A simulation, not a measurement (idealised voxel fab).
voxel released beams: a process module
Square cell edge 5 nm, section width 255 nm, ID cut.
A cross-section is written here as square cells arranged in a grid, and it is given in bands from the top down, each band taking up one or more rows of cells.
This entry defines a band. It first specifies the height of the band's top and the height of its bottom in nm, and then specifies the band's materials from left to right, stating each material with its width in nm. The word "throughout" identifies a single material that fills the band from edge to edge, while the word "empty" identifies empty space.
Height 0 is the level under which the wafer as received is all one material. The lowest band goes on downwards, as in "from 0 down".
Think of "30..40" as a width that walks from the first number to the second as you go down the band, top row to bottom row, taking equal-sized steps from row to row.
It should be understood that the words "same as before", when stated for a given step, signify that the cross-section underwent no change in any of its cells during that step.
Voids not open to the top, 8 cells minimum: see "Closed void table". Written width x height at distance; distance is from the left edge; nm.
Heads up: the bit after the settings on a step's line is the simulator's remark on that step.
Among the settings permitted on a step's line is "overlay nm"; applied to a step with a mask, it specifies the extent to which the mask lay to the right of its planned position, whereas a negative figure signifies a position to the left.
## Intended process steps
1 RECEIVE, material Si
2 CONFORMAL_DEP, material SiN, thk nm 10
3 DIRECTIONAL_DEP, material SiO2, thk nm 10
4 MASKED_ETCH, tone open, mask id ANCHOR, width nm 35, etch materials SiO2, depth nm 10, overlay nm 0
5 CONFORMAL_DEP, material TiN, thk nm 15
6 MASKED_ETCH, tone cover, mask id BEAM, width nm 120, etch materials TiN, depth nm 15, overlay nm 0
7 STRIP, etch materials SiO2
Same starting wafers, different width nm at step 4. Plan value belongs to the first wafer.
## Cut through the first of several wafers as received, post step 1
> from 0 down | Si throughout
> Closed void table: none
## Here's the first of several wafers in cross-section, end of the module, after the last step, step 7
> from 35 to 25 | empty=65  TiN=25  empty=5  TiN=90  empty=70
> from 25 to 20 | empty=65  TiN=120  empty=70
> from 20 to 10 | empty=75  TiN=35  empty=145
> from 10 to 0 | SiN throughout
> from 0 down | Si throughout
> Closed void table: none
## The final wafer, sectioned at module end
> from 35 to 25 | empty=65  TiN=15  empty=30  TiN=75  empty=70
> from 25 to 20 | empty=65  TiN=120  empty=70
> from 20 to 10 | empty=65  TiN=60  empty=130
> from 10 to 0 | SiN throughout
> from 0 down | Si throughout
> Closed void table: none
## Table: wafers, a row each; end-of-module cell change per material since receipt, gain (+), loss (-); then closed voids
width nm 35 | +102 SiN | +84 TiN | Closed void table: none
width nm 40 | +102 SiN | +84 TiN | Closed void table: none
width nm 45 | +102 SiN | +84 TiN | Closed void table: none
width nm 50 | +102 SiN | +84 TiN | Closed void table: none
width nm 55 | +102 SiN | +84 TiN | Closed void table: none
width nm 60 | +102 SiN | +84 TiN | Closed void table: none
